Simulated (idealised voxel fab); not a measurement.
Process module name: voxel transistor to metal
Xsec cut, 250 nm wide, square cell size 5 nm.
A cross-section is written here as square cells arranged in a grid, and it is given in bands from the top down, each band taking up one or more rows of cells.
A band entry consists of two parts. The first gives the height of the band's top and the height of its bottom, in nm. The rest lists the band's materials from left to right, each with its width in nm. A single material labelled with the word "everywhere" fills the band from edge to edge, and the word "blank" marks empty space.
It should be noted that heights are counted from 0, beneath which the wafer as supplied is of one material throughout, and that the lowest band possesses no lower boundary but continues downward, as written in "0 -> down".
The two numbers in a width such as "30 to 40" mark its ends across the band: the first belongs to the top row of cells, the second to the bottom row, and from each row to the next the width moves by the same amount.
"no alteration" after a step means that no cell of the cross-section changed.
Closed-off voids of 8+ cells (no open route to the top) go in "Closed void listing", written width x height at distance from the left edge, in nm.
Step line, after settings: the simulator's comment on this step.
What "overlay nm" on a step's line means: if the step has a mask, that mask lay this far to the right of its planned place, or, when the value is negative, to the left.
Process steps - plan
- 1: RECEIVE, material Si
- 2: CONFORMAL_DEP, material SiO2, thk nm 5
- 3: CONFORMAL_DEP, material SiN, thk nm 10
- 4: PATTERN, tone cover, mask id ACTIVE, material resist, width nm 95, pitch nm 125, thk nm 15, overlay nm 0
- 5: DIRECTIONAL_ETCH, etch materials SiN, depth nm 10
- 6: DIRECTIONAL_ETCH, etch materials SiO2, depth nm 5
- 7: DIRECTIONAL_ETCH, etch materials Si, depth nm 25
- 8: STRIP, etch materials resist
- 9: FILL_DEP, material SiO2, thk nm 5
- 10: CMP, height nm 15
- 11: SELECTIVE_ETCH, etch materials SiO2, depth nm 5
- 12: STRIP, etch materials SiN
- 13: SELECTIVE_ETCH, etch materials SiO2, depth nm 5
- 14: OXIDIZE, depth nm 5
- 15: DIRECTIONAL_DEP, material polySi, thk nm 25
- 16: DIRECTIONAL_DEP, material SiCN, thk nm 15
- 17: PATTERN, tone cover, mask id GATE, material resist, width nm 25, pitch nm 125, thk nm 20, overlay nm 0
- 18: DIRECTIONAL_ETCH, etch materials SiCN, depth nm 25
- 19: DIRECTIONAL_ETCH, etch materials polySi, depth nm 35
- 20: STRIP, etch materials resist
- 21: CONFORMAL_DEP, material SiO2, thk nm 5
- 22: DIRECTIONAL_ETCH, etch materials SiO2, depth nm 5
- 23: CONFORMAL_DEP, material SiN, thk nm 10
- 24: DIRECTIONAL_ETCH, etch materials SiN, depth nm 10
- 25: DIRECTIONAL_ETCH, etch materials SiO2, depth nm 5
- 26: DIRECTIONAL_ETCH, etch materials Si, depth nm 5
- 27: EPI, material pSi, thk nm 10
- 28: FILL_DEP, material SiO2, thk nm 10
- 29: CMP, height nm 40
- 30: DIRECTIONAL_DEP, material SiO2, thk nm 15
- 31: DIRECTIONAL_DEP, material aC, thk nm 10
- 32: PATTERN, tone open, mask id CONTACT, material resist, width nm 25, thk nm 25, overlay nm 0
- 33: DIRECTIONAL_ETCH, etch materials aC, depth nm 10
- 34: STRIP, etch materials resist
- 35: DIRECTIONAL_ETCH, etch materials SiO2, depth nm 50
- 36: STRIP, etch materials aC
- 37: CONFORMAL_DEP, material TiN, thk nm 5
- 38: FILL_DEP, material Ru, thk nm 5
- 39: CMP, height nm 55
- 40: DIRECTIONAL_DEP, material TiN, thk nm 5
- 41: DIRECTIONAL_DEP, material Ru, thk nm 25
- 42: MASKED_ETCH, tone cover, mask id METAL_1, width nm 15, etch materials Ru, depth nm 25, overlay nm 0
- 43: MASKED_ETCH, tone cover, mask id METAL_1, width nm 15, etch materials TiN, depth nm 5, overlay nm 0
- 44: CONFORMAL_DEP, material SiN, thk nm 5
- 45: FILL_DEP, material lowk, thk nm 10
- 46: CMP, height nm 85
- 47: CONFORMAL_DEP, material SiCN, thk nm 5
- 48: DIRECTIONAL_DEP, material lowk, thk nm 30
- 49: MASKED_ETCH, tone open, mask id METAL_2, width nm 15, pitch nm 125, etch materials lowk, depth nm 20, overlay nm 0
- 50: DIRECTIONAL_DEP, material aC, thk nm 15
- 51: PATTERN, tone open, mask id METAL_2_HOLES, material resist, width nm 15, pitch nm 125, thk nm 30, overlay nm 0
- 52: DIRECTIONAL_ETCH, etch materials aC, depth nm 15
- 53: STRIP, etch materials resist
- 54: DIRECTIONAL_ETCH, etch materials lowk, depth nm 10
- 55: DIRECTIONAL_ETCH, etch materials SiCN, depth nm 5
- 56: STRIP, etch materials aC
- 57: CONFORMAL_DEP, material TiN, thk nm 5
- 58: FILL_DEP, material Ru, thk nm 5
- 59: CMP, height nm 120
- 60: CONFORMAL_DEP, material SiN, thk nm 5
As received (post step 1): cross-section
- 0 -> down: Si everywhere
- Closed void listing: none
What the wafer looks like in cross-section after this module, when it starts as shown above and follows the plan above but one mistake is made in running it
- 125 -> 120: SiN everywhere
- 120 -> 90: Ru everywhere
- 90 -> 85: SiCN everywhere
- 85 -> 60: lowk: 15  SiN: 5  Ru: 15  SiN: 5  lowk: 45  SiN: 5  Ru: 15  SiN: 5  lowk: 30  SiN: 5  Ru: 15  SiN: 5  lowk: 45  SiN: 5  Ru: 15  SiN: 5  lowk: 15
- 60 -> 55: SiN: 20  TiN: 15  SiN: 55  TiN: 15  SiN: 40  TiN: 15  SiN: 55  TiN: 15  SiN: 20
- 55 -> 45: SiO2: 20  TiN: 5  Ru: 15  TiN: 5  SiO2: 35  TiN: 5  Ru: 15  TiN: 5  SiO2: 40  TiN: 5  Ru: 15  TiN: 5  SiO2: 35  TiN: 5  Ru: 15  TiN: 5  SiO2: 20
- 45 -> 40: SiO2: 20  TiN: 5  Ru: 5  TiN: 15  SiO2: 35  TiN: 15  Ru: 5  TiN: 5  SiO2: 40  TiN: 5  Ru: 5  TiN: 15  SiO2: 35  TiN: 15  Ru: 5  TiN: 5  SiO2: 20
- 40 -> 25: SiO2: 20  TiN: 5  Ru: 5  TiN: 5  SiN: 10  SiO2: 5  SiCN: 25  SiO2: 5  SiN: 10  TiN: 5  Ru: 5  TiN: 5  SiO2: 40  TiN: 5  Ru: 5  TiN: 5  SiN: 10  SiO2: 5  SiCN: 25  SiO2: 5  SiN: 10  TiN: 5  Ru: 5  TiN: 5  SiO2: 20
- 25 -> 10: SiO2: 20  TiN: 5  Ru: 5  TiN: 5  SiN: 10  SiO2: 5  polySi: 25  SiO2: 5  SiN: 10  TiN: 5  Ru: 5  TiN: 5  SiO2: 40  TiN: 5  Ru: 5  TiN: 5  SiN: 10  SiO2: 5  polySi: 25  SiO2: 5  SiN: 10  TiN: 5  Ru: 5  TiN: 5  SiO2: 20
- 10 -> 5: SiO2: 20  TiN: 15  SiN: 10  SiO2: 5  polySi: 25  SiO2: 5  SiN: 10  TiN: 15  SiO2: 40  TiN: 15  SiN: 10  SiO2: 5  polySi: 25  SiO2: 5  SiN: 10  TiN: 15  SiO2: 20
- 5 -> 0: SiO2: 15  SiN: 10  pSi: 10  SiN: 10  SiO2: 5  polySi: 25  SiO2: 5  SiN: 10  pSi: 10  SiN: 10  SiO2: 30  SiN: 10  pSi: 10  SiN: 10  SiO2: 5  polySi: 25  SiO2: 5  SiN: 10  pSi: 10  SiN: 10  SiO2: 15
- 0 -> -5: SiO2: 25  pSi: 10  SiO2: 55  pSi: 10  SiO2: 50  pSi: 10  SiO2: 55  pSi: 10  SiO2: 25
- -5 -> -10: SiO2: 15  Si: 10  pSi: 10  Si: 55  pSi: 10  Si: 10  SiO2: 30  Si: 10  pSi: 10  Si: 55  pSi: 10  Si: 10  SiO2: 15
- -10 -> -25: SiO2: 15  Si: 95  SiO2: 30  Si: 95  SiO2: 15
- -25 -> down: Si everywhere
- Closed void listing: none
In executing the process, a mistake was made relative to the plan: step 48 off recipe, ran as DIRECTIONAL_DEP, material Ru, thk nm 30
